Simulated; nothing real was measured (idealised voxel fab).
Process module name: voxel gate over fins
The cross-section shown here is cut; it is 265 nm wide and divided into square cells measuring 5 nm on a side.
Notation: cross-section as square-cell grid; stated in bands, top first, going down; one or more cell rows per band.
Read a band's entry like this: the first values are the height of its top and the height of its bottom in nm, and what follows is the sequence of materials from left to right, each with its width in nm. Note that "air" is empty space, and that a single material marked "throughout" reaches across the band from edge to edge.
Below 0: as-received wafer, all one material; heights counted from there. Lowest band: no bottom, goes on down, written "0..down".
The two numbers in a width such as "30->40" mark its ends across the band: the first belongs to the top row of cells, the second to the bottom row, and from each row to the next the width moves by the same amount.
"no alterations made" -> step changed no cross-section cell.
Entry "Fully closed voids" = empty spaces >= 8 cells with no open way to the top; each as width x height at distance, distance from left edge, all nm.
Read whatever lies past the settings on a step's line as the simulator's own remark about the step.
If you see "overlay nm" on a step's line and that step has a mask, it's telling you how far right of where it was planned the mask ended up; a negative number means it went left instead.

### plan
1. RECEIVE,material Si
2. CONFORMAL_DEP,material SiN,thk nm 10
3. MASKED_ETCH,tone cover,mask id FINS,width nm 15,pitch nm 35,etch materials SiN,depth nm 10,overlay nm 0
4. MASKED_ETCH,tone cover,mask id FINS,width nm 15,pitch nm 35,etch materials Si,depth nm 40,overlay nm 0
5. FILL_DEP,material SiO2,thk nm 5
6. CMP,height nm 10
7. SELECTIVE_ETCH,etch materials SiO2,depth nm 25
8. STRIP,etch materials SiN
9. CONFORMAL_DEP,material HfO2,thk nm 5
10. CONFORMAL_DEP,material TiN,thk nm 5
11. FILL_DEP,material W,thk nm 10
12. CMP,height nm 15
13. CONFORMAL_DEP,material SiCN,thk nm 5

### Of two wafers, the first: run according to plan

### Cross-section of the wafer at receipt, which is the condition after step 1
- 0..down = Si throughout
- Fully closed voids: none

### Step 2 done - wafer cross-section
- 10..0 = SiN throughout
- Anything lower than 0 is untouched.

### Step 3 done - wafer cross-section
- 10..0 = 105 nm air; 15 nm SiN; 20 nm air; 15 nm SiN; 110 nm air
- Anything lower than 0 is untouched.

### Step 4 done - wafer cross-section
- 10..0 = 105 nm air; 15 nm SiN; 20 nm air; 15 nm SiN; 110 nm air
- 0..-40 = 105 nm air; 15 nm Si; 20 nm air; 15 nm Si; 110 nm air
- Anything lower than -40 is untouched.

### Step 5 done - wafer cross-section
- 15..10 = SiO2 throughout
- 10..0 = 105 nm SiO2; 15 nm SiN; 20 nm SiO2; 15 nm SiN; 110 nm SiO2
- 0..-40 = 105 nm SiO2; 15 nm Si; 20 nm SiO2; 15 nm Si; 110 nm SiO2
- Anything lower than -40 is untouched.

### Step 6 done - wafer cross-section
- 10..0 = 105 nm SiO2; 15 nm SiN; 20 nm SiO2; 15 nm SiN; 110 nm SiO2
- Anything lower than 0 is untouched.

### Step 7 done - wafer cross-section
- 10..0 = 105 nm air; 15 nm SiN; 20 nm air; 15 nm SiN; 110 nm air
- 0..-15 = 105 nm air; 15 nm Si; 20 nm air; 15 nm Si; 110 nm air
- Anything lower than -15 is untouched.

### Step 8 done - wafer cross-section
- 0..-15 = 105 nm air; 15 nm Si; 20 nm air; 15 nm Si; 110 nm air
- Anything lower than -15 is untouched.

### Step 9 done - wafer cross-section
- 5..0 = 100 nm air; 25 nm HfO2; 10 nm air; 25 nm HfO2; 105 nm air
- 0..-10 = 100 nm air; 5 nm HfO2; 15 nm Si; 5 nm HfO2; 10 nm air; 5 nm HfO2; 15 nm Si; 5 nm HfO2; 105 nm air
- -10..-15 = 105 nm HfO2; 15 nm Si; 20 nm HfO2; 15 nm Si; 110 nm HfO2
- Anything lower than -15 is untouched.

### Step 10 done - wafer cross-section
- 10..5 = 95 nm air; 70 nm TiN; 100 nm air
- 5..0 = 95 nm air; 5 nm TiN; 25 nm HfO2; 10 nm TiN; 25 nm HfO2; 5 nm TiN; 100 nm air
- 0..-5 = 95 nm air; 5 nm TiN; 5 nm HfO2; 15 nm Si; 5 nm HfO2; 10 nm TiN; 5 nm HfO2; 15 nm Si; 5 nm HfO2; 5 nm TiN; 100 nm air
- -5..-10 = 100 nm TiN; 5 nm HfO2; 15 nm Si; 5 nm HfO2; 10 nm TiN; 5 nm HfO2; 15 nm Si; 5 nm HfO2; 105 nm TiN
- Anything lower than -10 is untouched.

### Step 11 done - wafer cross-section
- 20..10 = W throughout
- 10..5 = 95 nm W; 70 nm TiN; 100 nm W
- 5..0 = 95 nm W; 5 nm TiN; 25 nm HfO2; 10 nm TiN; 25 nm HfO2; 5 nm TiN; 100 nm W
- 0..-5 = 95 nm W; 5 nm TiN; 5 nm HfO2; 15 nm Si; 5 nm HfO2; 10 nm TiN; 5 nm HfO2; 15 nm Si; 5 nm HfO2; 5 nm TiN; 100 nm W
- Anything lower than -5 is untouched.

### Step 12 done - wafer cross-section
- 15..10 = W throughout
- Anything lower than 10 is untouched.

### Step 13 done - wafer cross-section
- 20..15 = SiCN throughout
- Anything lower than 15 is untouched.

### Wafer two. Identical start, identical plan. One mistake in execution. Identical history through step 8

### Cross-section of the second wafer when, according to plan, step 9 should have finished
- 5..0 = 100 nm air; 25 nm TiN; 10 nm air; 25 nm TiN; 105 nm air
- 0..-10 = 100 nm air; 5 nm TiN; 15 nm Si; 5 nm TiN; 10 nm air; 5 nm TiN; 15 nm Si; 5 nm TiN; 105 nm air
- -10..-15 = 105 nm TiN; 15 nm Si; 20 nm TiN; 15 nm Si; 110 nm TiN
- Anything lower than -15 is untouched.

### Cross-section of the second wafer when, according to plan, step 10 should have finished
- 10..5 = 95 nm air; 70 nm HfO2; 100 nm air
- 5..0 = 95 nm air; 5 nm HfO2; 25 nm TiN; 10 nm HfO2; 25 nm TiN; 5 nm HfO2; 100 nm air
- 0..-5 = 95 nm air; 5 nm HfO2; 5 nm TiN; 15 nm Si; 5 nm TiN; 10 nm HfO2; 5 nm TiN; 15 nm Si; 5 nm TiN; 5 nm HfO2; 100 nm air
- -5..-10 = 100 nm HfO2; 5 nm TiN; 15 nm Si; 5 nm TiN; 10 nm HfO2; 5 nm TiN; 15 nm Si; 5 nm TiN; 105 nm HfO2
- Anything lower than -10 is untouched.

### Cross-section of the second wafer when, according to plan, step 11 should have finished
- 20..10 = W throughout
- 10..5 = 95 nm W; 70 nm HfO2; 100 nm W
- 5..0 = 95 nm W; 5 nm HfO2; 25 nm TiN; 10 nm HfO2; 25 nm TiN; 5 nm HfO2; 100 nm W
- 0..-5 = 95 nm W; 5 nm HfO2; 5 nm TiN; 15 nm Si; 5 nm TiN; 10 nm HfO2; 5 nm TiN; 15 nm Si; 5 nm TiN; 5 nm HfO2; 100 nm W
- Anything lower than -5 is untouched.

### Cross-section of the second wafer when, according to plan, step 12 should have finished
- 15..10 = W throughout
- Anything lower than 10 is untouched.

### Cross-section of the second wafer when, according to plan, step 13 should have finished
- 20..15 = SiCN throughout
- Anything lower than 15 is untouched.
Deviation from plan: step 9 ran in the slot meant for step 10, and vice versa
End check, second vs first wafer: material counts in cells match, positions do not.
